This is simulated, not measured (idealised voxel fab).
process module | voxel ribs on slabs
cross-section cut | 260 nm wide | cells 5 nm
A cross-section is a grid of square cells, given in bands from the top down. A band is one or more rows of cells.
Each band's line starts with the height of the band's top and of its bottom, in nm. Then come its materials from left to right, each with its width in nm. One material with "throughout" fills the band from edge to edge. "air" is empty space.
Height 0 is the level under which the wafer as received is all one material. The lowest band goes on downwards, as in "0 down".
A width such as "30 to 40" changes by the same amount from each row of cells to the next, from the band's top row to its bottom row.
"no change" after a step means that no cell of the cross-section changed.
closed voids: empty space of 8 cells or more with no open way to the top, each as width x height at its distance from the left edge, in nm
after a step's settings: what the simulator itself notes on the step
overlay nm, on a step with a mask: how far to the right of its planned place the mask lay; to the left if negative
plan
1 op RECEIVE | material Si
2 op DIRECTIONAL_DEP | material SiO2 | thk nm 25
3 op DIRECTIONAL_DEP | material polySi | thk nm 25
4 op MASKED_ETCH | tone cover | mask id RIB | width nm 25 | etch materials polySi | depth nm 20 | overlay nm 0
5 op PATTERN | tone cover | mask id SLAB | material resist | width nm 65 | thk nm 20 | overlay nm 0
6 op DIRECTIONAL_ETCH | etch materials polySi | depth nm 5
7 op STRIP | etch materials resist
8 op FILL_DEP | material SiO2 | thk nm 30
9 op CMP | height nm 70
10 op DIRECTIONAL_DEP | material TiN | thk nm 5
11 op DIRECTIONAL_DEP | material aC | thk nm 15
12 op PATTERN | tone cover | mask id HEATER | material resist | width nm 35 | thk nm 35 | overlay nm 0
13 op DIRECTIONAL_ETCH | etch materials aC | depth nm 15
14 op STRIP | etch materials resist
15 op DIRECTIONAL_ETCH | etch materials TiN | depth nm 5
16 op STRIP | etch materials aC
17 op CONFORMAL_DEP | material SiO2 | thk nm 10
as received, after step 1
  0 down: Si throughout
  closed voids: none
a wafer at the end: this start, this plan, one mistake
  85 to 50: SiO2 throughout
  50 to 30: SiO2 115 | polySi 25 | SiO2 120
  30 to 25: SiO2 95 | polySi 65 | SiO2 100
  25 to 0: SiO2 throughout
  0 down: Si throughout
  closed voids: none
what went wrong: step 10 ran as: op DIRECTIONAL_DEP | material SiO2 | thk nm 5
